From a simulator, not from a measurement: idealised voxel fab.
process module | voxel self aligned contacts
cross-section cut | 180 nm wide | cells 5 nm
A cross-section is a grid of square cells, given in bands from the top down. A band is one or more rows of cells.
Each band's line starts with the height of the band's top and of its bottom, in nm. Then come its materials from left to right, each with its width in nm. One material with "throughout" fills the band from edge to edge. "air" is empty space.
Height 0 is the level under which the wafer as received is all one material. The lowest band goes on downwards, as in "0 down".
A width such as "30 to 40" changes by the same amount from each row of cells to the next, from the band's top row to its bottom row.
"no change" after a step means that no cell of the cross-section changed.
closed voids: empty space of 8 cells or more with no open way to the top, each as width x height at its distance from the left edge, in nm
after a step's settings: what the simulator itself notes on the step
overlay nm, on a step with a mask: how far to the right of its planned place the mask lay; to the left if negative
plan
1 op RECEIVE | material Si
2 op CONFORMAL_DEP | material SiO2 | thk nm 5
3 op DIRECTIONAL_DEP | material polySi | thk nm 20
4 op DIRECTIONAL_DEP | material SiN | thk nm 15
5 op PATTERN | tone cover | mask id GATE | material resist | width nm 30 | pitch nm 60 | thk nm 20 | overlay nm 0
6 op DIRECTIONAL_ETCH | etch materials SiN | depth nm 15
7 op DIRECTIONAL_ETCH | etch materials polySi | depth nm 20
8 op STRIP | etch materials resist
9 op CONFORMAL_DEP | material SiN | thk nm 5
10 op DIRECTIONAL_ETCH | etch materials SiN | depth nm 5
11 op FILL_DEP | material SiO2 | thk nm 15
12 op CMP | height nm 50
13 op PATTERN | tone open | mask id CONTACT | material resist | width nm 40 | thk nm 15 | overlay nm 0
14 op DIRECTIONAL_ETCH | etch materials SiO2 | depth nm 50
15 op STRIP | etch materials resist
16 op CONFORMAL_DEP | material TiN | thk nm 5
17 op FILL_DEP | material Ru | thk nm 10
18 op CMP | height nm 50
19 op CONFORMAL_DEP | material SiN | thk nm 5
first wafer, as planned
as received, after step 1
  0 down: Si throughout
  closed voids: none
after step 2
  5 to 0: SiO2 throughout
  below 0: unchanged
after step 3
  25 to 5: polySi throughout
  below 5: unchanged
after step 4
  40 to 25: SiN throughout
  below 25: unchanged
after step 5
  60 to 40: air 45 | resist 30 | air 30 | resist 30 | air 45
  below 40: unchanged
after step 6
  60 to 40: air 45 | resist 30 | air 30 | resist 30 | air 45
  40 to 25: air 45 | SiN 30 | air 30 | SiN 30 | air 45
  below 25: unchanged
after step 7
  60 to 40: air 45 | resist 30 | air 30 | resist 30 | air 45
  40 to 25: air 45 | SiN 30 | air 30 | SiN 30 | air 45
  25 to 5: air 45 | polySi 30 | air 30 | polySi 30 | air 45
  below 5: unchanged
after step 8
  40 to 25: air 45 | SiN 30 | air 30 | SiN 30 | air 45
  below 25: unchanged
after step 9
  45 to 25: air 40 | SiN 40 | air 20 | SiN 40 | air 40
  25 to 10: air 40 | SiN 5 | polySi 30 | SiN 5 | air 20 | SiN 5 | polySi 30 | SiN 5 | air 40
  10 to 5: SiN 45 | polySi 30 | SiN 30 | polySi 30 | SiN 45
  below 5: unchanged
after step 10
  40 to 25: air 40 | SiN 40 | air 20 | SiN 40 | air 40
  25 to 5: air 40 | SiN 5 | polySi 30 | SiN 5 | air 20 | SiN 5 | polySi 30 | SiN 5 | air 40
  below 5: unchanged
after step 11
  55 to 40: SiO2 throughout
  40 to 25: SiO2 40 | SiN 40 | SiO2 20 | SiN 40 | SiO2 40
  25 to 5: SiO2 40 | SiN 5 | polySi 30 | SiN 5 | SiO2 20 | SiN 5 | polySi 30 | SiN 5 | SiO2 40
  below 5: unchanged
after step 12
  50 to 40: SiO2 throughout
  below 40: unchanged
after step 13
  65 to 50: resist 70 | air 40 | resist 70
  below 50: unchanged
after step 14
  65 to 50: resist 70 | air 40 | resist 70
  50 to 40: SiO2 70 | air 40 | SiO2 70
  40 to 25: SiO2 40 | SiN 40 | air 20 | SiN 40 | SiO2 40
  25 to 5: SiO2 40 | SiN 5 | polySi 30 | SiN 5 | air 20 | SiN 5 | polySi 30 | SiN 5 | SiO2 40
  5 to 0: SiO2 80 | air 20 | SiO2 80
  below 0: unchanged
after step 15
  50 to 40: SiO2 70 | air 40 | SiO2 70
  below 40: unchanged
after step 16
  55 to 50: TiN 75 | air 30 | TiN 75
  50 to 40: SiO2 70 | TiN 5 to 15 | air 30 to 10 | TiN 5 to 15 | SiO2 70
  40 to 25: SiO2 40 | SiN 40 | TiN 5 | air 10 | TiN 5 | SiN 40 | SiO2 40
  25 to 5: SiO2 40 | SiN 5 | polySi 30 | SiN 5 | TiN 5 | air 10 | TiN 5 | SiN 5 | polySi 30 | SiN 5 | SiO2 40
  5 to 0: SiO2 80 | TiN 20 | SiO2 80
  below 0: unchanged
after step 17
  65 to 55: Ru throughout
  55 to 50: TiN 75 | Ru 30 | TiN 75
  50 to 40: SiO2 70 | TiN 5 to 15 | Ru 30 to 10 | TiN 5 to 15 | SiO2 70
  40 to 25: SiO2 40 | SiN 40 | TiN 5 | Ru 10 | TiN 5 | SiN 40 | SiO2 40
  25 to 5: SiO2 40 | SiN 5 | polySi 30 | SiN 5 | TiN 5 | Ru 10 | TiN 5 | SiN 5 | polySi 30 | SiN 5 | SiO2 40
  below 5: unchanged
after step 18
  50 to 40: SiO2 70 | TiN 5 to 15 | Ru 30 to 10 | TiN 5 to 15 | SiO2 70
  below 40: unchanged
after step 19
  55 to 50: SiN throughout
  below 50: unchanged
second wafer: like start, like plan, one mistake. Through step 12 it matches the first wafer
when step 13 should have ended
  65 to 50: resist 70 | air 45 | resist 65
  below 50: unchanged
when step 14 should have ended
  65 to 50: resist 70 | air 45 | resist 65
  50 to 40: SiO2 70 | air 45 | SiO2 65
  40 to 25: SiO2 40 | SiN 40 | air 20 | SiN 40 | SiO2 40
  25 to 5: SiO2 40 | SiN 5 | polySi 30 | SiN 5 | air 20 | SiN 5 | polySi 30 | SiN 5 | SiO2 40
  5 to 0: SiO2 80 | air 20 | SiO2 80
  below 0: unchanged
when step 15 should have ended
  50 to 40: SiO2 70 | air 45 | SiO2 65
  below 40: unchanged
when step 16 should have ended
  55 to 50: TiN 75 | air 35 | TiN 70
  50 to 40: SiO2 70 | TiN 5 to 15 | air 35 to 10 | TiN 5 to 20 | SiO2 65
  40 to 25: SiO2 40 | SiN 40 | TiN 5 | air 10 | TiN 5 | SiN 40 | SiO2 40
  25 to 5: SiO2 40 | SiN 5 | polySi 30 | SiN 5 | TiN 5 | air 10 | TiN 5 | SiN 5 | polySi 30 | SiN 5 | SiO2 40
  5 to 0: SiO2 80 | TiN 20 | SiO2 80
  below 0: unchanged
when step 17 should have ended
  65 to 55: Ru throughout
  55 to 50: TiN 75 | Ru 35 | TiN 70
  50 to 40: SiO2 70 | TiN 5 to 15 | Ru 35 to 10 | TiN 5 to 20 | SiO2 65
  40 to 25: SiO2 40 | SiN 40 | TiN 5 | Ru 10 | TiN 5 | SiN 40 | SiO2 40
  25 to 5: SiO2 40 | SiN 5 | polySi 30 | SiN 5 | TiN 5 | Ru 10 | TiN 5 | SiN 5 | polySi 30 | SiN 5 | SiO2 40
  below 5: unchanged
when step 18 should have ended
  50 to 40: SiO2 70 | TiN 5 to 15 | Ru 35 to 10 | TiN 5 to 20 | SiO2 65
  below 40: unchanged
when step 19 should have ended
  55 to 50: SiN throughout
  below 50: unchanged
what went wrong: step 13 ran as: op PATTERN | tone open | mask id CONTACT | material resist | width nm 45 | thk nm 15 | overlay nm 0
at the end the second wafer has, in cells: 1 more of Ru | 2 fewer of SiO2 | 1 more of TiN
